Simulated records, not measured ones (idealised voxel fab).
Process module under the name voxel plated lines
Section shown: cut. Width: 215 nm. Cell size: 5 nm, square.
Notation: cross-section as square-cell grid; stated in bands, top first, going down; one or more cell rows per band. Within each band entry, the heights of the top and of the bottom of the band appear first, in that order and in nm; the materials of the band then follow from left to right, each with its corresponding width in nm. The designation "everywhere" on a single material indicates that it fills the band from edge to edge; the designation "air" indicates empty space. Heights from 0 (as-received wafer is one material below). Bottom band endless downward, as "0 and below". The expression "30..40" gives the width at the extremes of the band, the first number at its top row of cells and the second at its bottom row, with the width changing by equal amounts from each row to the next in between. Any step labelled "remained unchanged" changed none of the cells in the cross-section. Reported under the label "Entrapped void list" are the empty spaces having no open way to the top and comprising 8 cells or more; the notation for each is width x height at distance, in which the distance is measured from the left edge and all three values are in nm. On a step's line, text after the settings is the simulator commenting on that step. overlay nm: mask offset rightward from planned place, masked step; negative means leftward offset. Below you will find pairs of cross-sections. In each, one shows the wafer before one process step and the other after it, with the after view ending at the lowest band that changed. Under each pair is the step separating them, along with its settings. Do not assume the pairs form a chain: they can come from different runs of this module on the same starting wafer, and a pair continues from the pair above it only when its "Pre-processing view" entry says so.

Pre-processing view:
* 0 and below | Si everywhere
* Entrapped void list: none

Structure After Step:
* 5 down to 0 | SiO2 everywhere
* No changes below 0.
* Entrapped void list: none
Can you name the step between the two cross-sections above? It is CONFORMAL_DEP,material SiO2,thk nm 5

Pre-processing view: the cross-section after the pair above

Structure After Step:
* 10 down to 5 | TiN everywhere
* No changes below 5.
* Entrapped void list: none
Can you name the step between the two cross-sections above? It is DIRECTIONAL_DEP,material TiN,thk nm 5

Pre-processing view: the cross-section after the pair above

Structure After Step:
* 45 down to 10 | 60 resist; 30 air; 30 resist; 30 air; 65 resist
* No changes below 10.
* Entrapped void list: none
Can you name the step between the two cross-sections above? It is PATTERN,tone open,mask id LINES,material resist,width nm 30,pitch nm 60,thk nm 35,overlay nm 0

Pre-processing view: the cross-section after the pair above

Structure After Step:
* 45 down to 20 | 60 resist; 30 air; 30 resist; 30 air; 65 resist
* 20 down to 10 | 60 resist; 30 Ru; 30 resist; 30 Ru; 65 resist
* No changes below 10.
* Entrapped void list: none
Can you name the step between the two cross-sections above? It is EPI,material Ru,thk nm 10

Pre-processing view: the cross-section after the pair above

Structure After Step:
* 45 down to 25 | 60 resist; 30 air; 30 resist; 30 air; 65 resist
* 25 down to 10 | 60 resist; 30 Ru; 30 resist; 30 Ru; 65 resist
* No changes below 10.
* Entrapped void list: none
Can you name the step between the two cross-sections above? It is EPI,material Ru,thk nm 5

Pre-processing view: the cross-section after the pair above

Structure After Step:
* 45 down to 35 | 60 resist; 30 air; 30 resist; 30 air; 65 resist
* 35 down to 10 | 60 resist; 30 Ru; 30 resist; 30 Ru; 65 resist
* No changes below 10.
* Entrapped void list: none
Can you name the step between the two cross-sections above? It is EPI,material Ru,thk nm 10

Pre-processing view: the cross-section after the pair above

Structure After Step:
* 35 down to 10 | 60 air; 30 Ru; 30 air; 30 Ru; 65 air
* No changes below 10.
* Entrapped void list: none
Can you name the step between the two cross-sections above? It is STRIP,etch materials resist

Pre-processing view: the cross-section after the pair above

Structure After Step:
* 35 down to 10 | 60 air; 30 Ru; 30 air; 30 Ru; 65 air
* 10 down to 5 | 60 air; 30 TiN; 30 air; 30 TiN; 65 air
* No changes below 5.
* Entrapped void list: none
Can you name the step between the two cross-sections above? It is DIRECTIONAL_ETCH,etch materials TiN,depth nm 5

Pre-processing view: the cross-section after the pair above

Structure After Step:
* 40 down to 35 | 55 air; 40 SiCN; 20 air; 40 SiCN; 60 air
* 35 down to 10 | 55 air; 5 SiCN; 30 Ru; 5 SiCN; 20 air; 5 SiCN; 30 Ru; 5 SiCN; 60 air
* 10 down to 5 | 60 SiCN; 30 TiN; 30 SiCN; 30 TiN; 65 SiCN
* No changes below 5.
* Entrapped void list: none
Can you name the step between the two cross-sections above? It is CONFORMAL_DEP,material SiCN,thk nm 5

Pre-processing view:
* 0 and below | Si everywhere
* Entrapped void list: none

Structure After Step:
* 5 down to 0 | TiN everywhere
* No changes below 0.
* Entrapped void list: none
Can you name the step between the two cross-sections above? It is DIRECTIONAL_DEP,material TiN,thk nm 5

Pre-processing view: the cross-section after the pair above

Structure After Step:
* 40 down to 5 | 60 resist; 30 air; 30 resist; 30 air; 65 resist
* No changes below 5.
* Entrapped void list: none
Can you name the step between the two cross-sections above? It is PATTERN,tone open,mask id LINES,material resist,width nm 30,pitch nm 60,thk nm 35,overlay nm 0

Pre-processing view: the cross-section after the pair above

Structure After Step:
* 40 down to 15 | 60 resist; 30 air; 30 resist; 30 air; 65 resist
* 15 down to 5 | 60 resist; 30 Ru; 30 resist; 30 Ru; 65 resist
* No changes below 5.
* Entrapped void list: none
Can you name the step between the two cross-sections above? It is EPI,material Ru,thk nm 10

Pre-processing view: the cross-section after the pair above

Structure After Step:
* 40 down to 20 | 60 resist; 30 air; 30 resist; 30 air; 65 resist
* 20 down to 5 | 60 resist; 30 Ru; 30 resist; 30 Ru; 65 resist
* No changes below 5.
* Entrapped void list: none
Can you name the step between the two cross-sections above? It is EPI,material Ru,thk nm 5

Pre-processing view: the cross-section after the pair above

Structure After Step:
* 40 down to 30 | 60 resist; 30 air; 30 resist; 30 air; 65 resist
* 30 down to 5 | 60 resist; 30 Ru; 30 resist; 30 Ru; 65 resist
* No changes below 5.
* Entrapped void list: none
Can you name the step between the two cross-sections above? It is EPI,material Ru,thk nm 10

Pre-processing view: the cross-section after the pair above

Structure After Step:
* 30 down to 5 | 60 air; 30 Ru; 30 air; 30 Ru; 65 air
* No changes below 5.
* Entrapped void list: none
Can you name the step between the two cross-sections above? It is STRIP,etch materials resist

Pre-processing view: the cross-section after the pair above

Structure After Step:
* 30 down to 5 | 60 air; 30 Ru; 30 air; 30 Ru; 65 air
* 5 down to 0 | 60 air; 30 TiN; 30 air; 30 TiN; 65 air
* No changes below 0.
* Entrapped void list: none
Can you name the step between the two cross-sections above? It is DIRECTIONAL_ETCH,etch materials TiN,depth nm 5

Pre-processing view: the cross-section after the pair above

Structure After Step:
* 35 down to 30 | 55 air; 40 SiCN; 20 air; 40 SiCN; 60 air
* 30 down to 5 | 55 air; 5 SiCN; 30 Ru; 5 SiCN; 20 air; 5 SiCN; 30 Ru; 5 SiCN; 60 air
* 5 down to 0 | 60 SiCN; 30 TiN; 30 SiCN; 30 TiN; 65 SiCN
* No changes below 0.
* Entrapped void list: none
Can you name the step between the two cross-sections above? It is CONFORMAL_DEP,material SiCN,thk nm 5

Pre-processing view:
* 45 down to 25 | 60 resist; 30 air; 30 resist; 30 air; 65 resist
* 25 down to 10 | 60 resist; 30 Ru; 30 resist; 30 Ru; 65 resist
* 10 down to 5 | TiN everywhere
* 5 down to 0 | SiO2 everywhere
* 0 and below | Si everywhere
* Entrapped void list: none

Structure After Step:
* 25 down to 10 | 60 air; 30 Ru; 30 air; 30 Ru; 65 air
* No changes below 10.
* Entrapped void list: none
Can you name the step between the two cross-sections above? It is STRIP,etch materials resist

Pre-processing view: the cross-section after the pair above

Structure After Step:
* 35 down to 20 | 50 air; 50 Ru; 10 air; 50 Ru; 55 air
* 20 down to 10 | Ru everywhere
* No changes below 10.
* Entrapped void list: none
Can you name the step between the two cross-sections above? It is EPI,material Ru,thk nm 10

Pre-processing view: the cross-section after the pair above

Structure After Step:
* 40 down to 35 | 45 air; 120 SiCN; 50 air
* 35 down to 25 | 45 air; 5 SiCN; 50 Ru; 10 SiCN; 50 Ru; 5 SiCN; 50 air
* 25 down to 20 | 50 SiCN; 50 Ru; 10 SiCN; 50 Ru; 55 SiCN
* No changes below 20.
* Entrapped void list: none
Can you name the step between the two cross-sections above? It is CONFORMAL_DEP,material SiCN,thk nm 5

Pre-processing view:
* 5 down to 0 | SiO2 everywhere
* 0 and below | Si everywhere
* Entrapped void list: none

Structure After Step:
* 20 down to 5 | TiN everywhere
* No changes below 5.
* Entrapped void list: none
Can you name the step between the two cross-sections above? It is DIRECTIONAL_DEP,material TiN,thk nm 15

Pre-processing view: the cross-section after the pair above

Structure After Step:
* 55 down to 20 | 60 resist; 30 air; 30 resist; 30 air; 65 resist
* No changes below 20.
* Entrapped void list: none
Can you name the step between the two cross-sections above? It is PATTERN,tone open,mask id LINES,material resist,width nm 30,pitch nm 60,thk nm 35,overlay nm 0

Pre-processing view: the cross-section after the pair above

Structure After Step:
* 55 down to 30 | 60 resist; 30 air; 30 resist; 30 air; 65 resist
* 30 down to 20 | 60 resist; 30 Ru; 30 resist; 30 Ru; 65 resist
* No changes below 20.
* Entrapped void list: none
Can you name the step between the two cross-sections above? It is EPI,material Ru,thk nm 10

Pre-processing view: the cross-section after the pair above

Structure After Step:
* 55 down to 35 | 60 resist; 30 air; 30 resist; 30 air; 65 resist
* 35 down to 20 | 60 resist; 30 Ru; 30 resist; 30 Ru; 65 resist
* No changes below 20.
* Entrapped void list: none
Can you name the step between the two cross-sections above? It is EPI,material Ru,thk nm 5

Pre-processing view: the cross-section after the pair above

Structure After Step:
* 55 down to 45 | 60 resist; 30 air; 30 resist; 30 air; 65 resist
* 45 down to 20 | 60 resist; 30 Ru; 30 resist; 30 Ru; 65 resist
* No changes below 20.
* Entrapped void list: none
Can you name the step between the two cross-sections above? It is EPI,material Ru,thk nm 10

Pre-processing view: the cross-section after the pair above

Structure After Step:
* 45 down to 20 | 60 air; 30 Ru; 30 air; 30 Ru; 65 air
* No changes below 20.
* Entrapped void list: none
Can you name the step between the two cross-sections above? It is STRIP,etch materials resist

Pre-processing view: the cross-section after the pair above

Structure After Step:
* 45 down to 20 | 60 air; 30 Ru; 30 air; 30 Ru; 65 air
* 20 down to 15 | 60 air; 30 TiN; 30 air; 30 TiN; 65 air
* No changes below 15.
* Entrapped void list: none
Can you name the step between the two cross-sections above? It is DIRECTIONAL_ETCH,etch materials TiN,depth nm 5

Pre-processing view: the cross-section after the pair above

Structure After Step:
* 50 down to 45 | 55 air; 40 SiCN; 20 air; 40 SiCN; 60 air
* 45 down to 20 | 55 air; 5 SiCN; 30 Ru; 5 SiCN; 20 air; 5 SiCN; 30 Ru; 5 SiCN; 60 air
* 20 down to 15 | 60 SiCN; 30 TiN; 30 SiCN; 30 TiN; 65 SiCN
* No changes below 15.
* Entrapped void list: none
Can you name the step between the two cross-sections above? It is CONFORMAL_DEP,material SiCN,thk nm 5

Pre-processing view:
* 10 down to 5 | TiN everywhere
* 5 down to 0 | SiO2 everywhere
* 0 and below | Si everywhere
* Entrapped void list: none

Structure After Step:
* 45 down to 10 | 65 resist; 20 air; 40 resist; 20 air; 70 resist
* No changes below 10.
* Entrapped void list: none
Can you name the step between the two cross-sections above? It is PATTERN,tone open,mask id LINES,material resist,width nm 20,pitch nm 60,thk nm 35,overlay nm 0

Pre-processing view: the cross-section after the pair above

Structure After Step:
* 45 down to 20 | 65 resist; 20 air; 40 resist; 20 air; 70 resist
* 20 down to 10 | 65 resist; 20 Ru; 40 resist; 20 Ru; 70 resist
* No changes below 10.
* Entrapped void list: none
Can you name the step between the two cross-sections above? It is EPI,material Ru,thk nm 10

Pre-processing view: the cross-section after the pair above

Structure After Step:
* 45 down to 25 | 65 resist; 20 air; 40 resist; 20 air; 70 resist
* 25 down to 10 | 65 resist; 20 Ru; 40 resist; 20 Ru; 70 resist
* No changes below 10.
* Entrapped void list: none
Can you name the step between the two cross-sections above? It is EPI,material Ru,thk nm 5

Pre-processing view: the cross-section after the pair above

Structure After Step:
* 45 down to 35 | 65 resist; 20 air; 40 resist; 20 air; 70 resist
* 35 down to 10 | 65 resist; 20 Ru; 40 resist; 20 Ru; 70 resist
* No changes below 10.
* Entrapped void list: none
Can you name the step between the two cross-sections above? It is EPI,material Ru,thk nm 10

Pre-processing view: the cross-section after the pair above

Structure After Step:
* 35 down to 10 | 65 air; 20 Ru; 40 air; 20 Ru; 70 air
* No changes below 10.
* Entrapped void list: none
Can you name the step between the two cross-sections above? It is STRIP,etch materials resist

Pre-processing view: the cross-section after the pair above

Structure After Step:
* 35 down to 10 | 65 air; 20 Ru; 40 air; 20 Ru; 70 air
* 10 down to 5 | 65 air; 20 TiN; 40 air; 20 TiN; 70 air
* No changes below 5.
* Entrapped void list: none
Can you name the step between the two cross-sections above? It is DIRECTIONAL_ETCH,etch materials TiN,depth nm 5

Pre-processing view: the cross-section after the pair above

Structure After Step:
* 40 down to 35 | 60 air; 30 SiCN; 30 air; 30 SiCN; 65 air
* 35 down to 10 | 60 air; 5 SiCN; 20 Ru; 5 SiCN; 30 air; 5 SiCN; 20 Ru; 5 SiCN; 65 air
* 10 down to 5 | 65 SiCN; 20 TiN; 40 SiCN; 20 TiN; 70 SiCN
* No changes below 5.
* Entrapped void list: none
Can you name the step between the two cross-sections above? It is CONFORMAL_DEP,material SiCN,thk nm 5

Pre-processing view:
* 10 down to 5 | TiN everywhere
* 5 down to 0 | SiO2 everywhere
* 0 and below | Si everywhere
* Entrapped void list: none

Structure After Step:
* 45 down to 10 | 70 resist; 30 air; 30 resist; 30 air; 55 resist
* No changes below 10.
* Entrapped void list: none
Can you name the step between the two cross-sections above? It is PATTERN,tone open,mask id LINES,material resist,width nm 30,pitch nm 60,thk nm 35,overlay nm 10

Pre-processing view: the cross-section after the pair above

Structure After Step:
* 45 down to 20 | 70 resist; 30 air; 30 resist; 30 air; 55 resist
* 20 down to 10 | 70 resist; 30 Ru; 30 resist; 30 Ru; 55 resist
* No changes below 10.
* Entrapped void list: none
Can you name the step between the two cross-sections above? It is EPI,material Ru,thk nm 10

Pre-processing view: the cross-section after the pair above

Structure After Step:
* 45 down to 25 | 70 resist; 30 air; 30 resist; 30 air; 55 resist
* 25 down to 10 | 70 resist; 30 Ru; 30 resist; 30 Ru; 55 resist
* No changes below 10.
* Entrapped void list: none
Can you name the step between the two cross-sections above? It is EPI,material Ru,thk nm 5

Pre-processing view: the cross-section after the pair above

Structure After Step:
* 45 down to 35 | 70 resist; 30 air; 30 resist; 30 air; 55 resist
* 35 down to 10 | 70 resist; 30 Ru; 30 resist; 30 Ru; 55 resist
* No changes below 10.
* Entrapped void list: none
Can you name the step between the two cross-sections above? It is EPI,material Ru,thk nm 10

Pre-processing view: the cross-section after the pair above

Structure After Step:
* 35 down to 10 | 70 air; 30 Ru; 30 air; 30 Ru; 55 air
* No changes below 10.
* Entrapped void list: none
Can you name the step between the two cross-sections above? It is STRIP,etch materials resist

Pre-processing view: the cross-section after the pair above

Structure After Step:
* 35 down to 10 | 70 air; 30 Ru; 30 air; 30 Ru; 55 air
* 10 down to 5 | 70 air; 30 TiN; 30 air; 30 TiN; 55 air
* No changes below 5.
* Entrapped void list: none
Can you name the step between the two cross-sections above? It is DIRECTIONAL_ETCH,etch materials TiN,depth nm 5

Pre-processing view: the cross-section after the pair above

Structure After Step:
* 40 down to 35 | 65 air; 40 SiCN; 20 air; 40 SiCN; 50 air
* 35 down to 10 | 65 air; 5 SiCN; 30 Ru; 5 SiCN; 20 air; 5 SiCN; 30 Ru; 5 SiCN; 50 air
* 10 down to 5 | 70 SiCN; 30 TiN; 30 SiCN; 30 TiN; 55 SiCN
* No changes below 5.
* Entrapped void list: none
Can you name the step between the two cross-sections above? It is CONFORMAL_DEP,material SiCN,thk nm 5

Pre-processing view:
* 0 and below | Si everywhere
* Entrapped void list: none

Structure After Step:
* 5 down to 0 | Ru everywhere
* No changes below 0.
* Entrapped void list: none
Can you name the step between the two cross-sections above? It is CONFORMAL_DEP,material Ru,thk nm 5

Pre-processing view: the cross-section after the pair above

Structure After Step:
* 10 down to 5 | TiN everywhere
* No changes below 5.
* Entrapped void list: none
Can you name the step between the two cross-sections above? It is DIRECTIONAL_DEP,material TiN,thk nm 5

Pre-processing view: the cross-section after the pair above

Structure After Step:
* 45 down to 10 | 60 resist; 30 air; 30 resist; 30 air; 65 resist
* No changes below 10.
* Entrapped void list: none
Can you name the step between the two cross-sections above? It is PATTERN,tone open,mask id LINES,material resist,width nm 30,pitch nm 60,thk nm 35,overlay nm 0

Pre-processing view: the cross-section after the pair above

Structure After Step:
* 45 down to 20 | 60 resist; 30 air; 30 resist; 30 air; 65 resist
* 20 down to 10 | 60 resist; 30 Ru; 30 resist; 30 Ru; 65 resist
* No changes below 10.
* Entrapped void list: none
Can you name the step between the two cross-sections above? It is EPI,material Ru,thk nm 10

Pre-processing view: the cross-section after the pair above

Structure After Step:
* 45 down to 25 | 60 resist; 30 air; 30 resist; 30 air; 65 resist
* 25 down to 10 | 60 resist; 30 Ru; 30 resist; 30 Ru; 65 resist
* No changes below 10.
* Entrapped void list: none
Can you name the step between the two cross-sections above? It is EPI,material Ru,thk nm 5

Pre-processing view: the cross-section after the pair above

Structure After Step:
* 45 down to 35 | 60 resist; 30 air; 30 resist; 30 air; 65 resist
* 35 down to 10 | 60 resist; 30 Ru; 30 resist; 30 Ru; 65 resist
* No changes below 10.
* Entrapped void list: none
Can you name the step between the two cross-sections above? It is EPI,material Ru,thk nm 10

Pre-processing view: the cross-section after the pair above

Structure After Step:
* 35 down to 10 | 60 air; 30 Ru; 30 air; 30 Ru; 65 air
* No changes below 10.
* Entrapped void list: none
Can you name the step between the two cross-sections above? It is STRIP,etch materials resist

Pre-processing view: the cross-section after the pair above

Structure After Step:
* 35 down to 10 | 60 air; 30 Ru; 30 air; 30 Ru; 65 air
* 10 down to 5 | 60 air; 30 TiN; 30 air; 30 TiN; 65 air
* No changes below 5.
* Entrapped void list: none
Can you name the step between the two cross-sections above? It is DIRECTIONAL_ETCH,etch materials TiN,depth nm 5

Pre-processing view: the cross-section after the pair above

Structure After Step:
* 40 down to 35 | 55 air; 40 SiCN; 20 air; 40 SiCN; 60 air
* 35 down to 10 | 55 air; 5 SiCN; 30 Ru; 5 SiCN; 20 air; 5 SiCN; 30 Ru; 5 SiCN; 60 air
* 10 down to 5 | 60 SiCN; 30 TiN; 30 SiCN; 30 TiN; 65 SiCN
* No changes below 5.
* Entrapped void list: none
Can you name the step between the two cross-sections above? It is CONFORMAL_DEP,material SiCN,thk nm 5

Pre-processing view:
* 10 down to 5 | TiN everywhere
* 5 down to 0 | SiO2 everywhere
* 0 and below | Si everywhere
* Entrapped void list: none

Structure After Step:
* 45 down to 10 | 60 air; 30 resist; 30 air; 30 resist; 65 air
* No changes below 10.
* Entrapped void list: none
Can you name the step between the two cross-sections above? It is PATTERN,tone cover,mask id LINES,material resist,width nm 30,pitch nm 60,thk nm 35,overlay nm 0

Pre-processing view: the cross-section after the pair above

Structure After Step:
* 45 down to 20 | 60 air; 30 resist; 30 air; 30 resist; 65 air
* 20 down to 10 | 60 Ru; 30 resist; 30 Ru; 30 resist; 65 Ru
* No changes below 10.
* Entrapped void list: none
Can you name the step between the two cross-sections above? It is EPI,material Ru,thk nm 10

Pre-processing view: the cross-section after the pair above

Structure After Step:
* 45 down to 25 | 60 air; 30 resist; 30 air; 30 resist; 65 air
* 25 down to 10 | 60 Ru; 30 resist; 30 Ru; 30 resist; 65 Ru
* No changes below 10.
* Entrapped void list: none
Can you name the step between the two cross-sections above? It is EPI,material Ru,thk nm 5

Pre-processing view: the cross-section after the pair above

Structure After Step:
* 45 down to 35 | 60 air; 30 resist; 30 air; 30 resist; 65 air
* 35 down to 10 | 60 Ru; 30 resist; 30 Ru; 30 resist; 65 Ru
* No changes below 10.
* Entrapped void list: none
Can you name the step between the two cross-sections above? It is EPI,material Ru,thk nm 10

Pre-processing view: the cross-section after the pair above

Structure After Step:
* 35 down to 10 | 60 Ru; 30 air; 30 Ru; 30 air; 65 Ru
* No changes below 10.
* Entrapped void list: none
Can you name the step between the two cross-sections above? It is STRIP,etch materials resist

Pre-processing view: the cross-section after the pair above

Structure After Step:
* 35 down to 10 | 60 Ru; 30 air; 30 Ru; 30 air; 65 Ru
* 10 down to 5 | 60 TiN; 30 air; 30 TiN; 30 air; 65 TiN
* No changes below 5.
* Entrapped void list: none
Can you name the step between the two cross-sections above? It is DIRECTIONAL_ETCH,etch materials TiN,depth nm 5

Pre-processing view: the cross-section after the pair above

Structure After Step:
* 40 down to 35 | 65 SiCN; 20 air; 40 SiCN; 20 air; 70 SiCN
* 35 down to 10 | 60 Ru; 5 SiCN; 20 air; 5 SiCN; 30 Ru; 5 SiCN; 20 air; 5 SiCN; 65 Ru
* 10 down to 5 | 60 TiN; 30 SiCN; 30 TiN; 30 SiCN; 65 TiN
* No changes below 5.
* Entrapped void list: none
Can you name the step between the two cross-sections above? It is CONFORMAL_DEP,material SiCN,thk nm 5
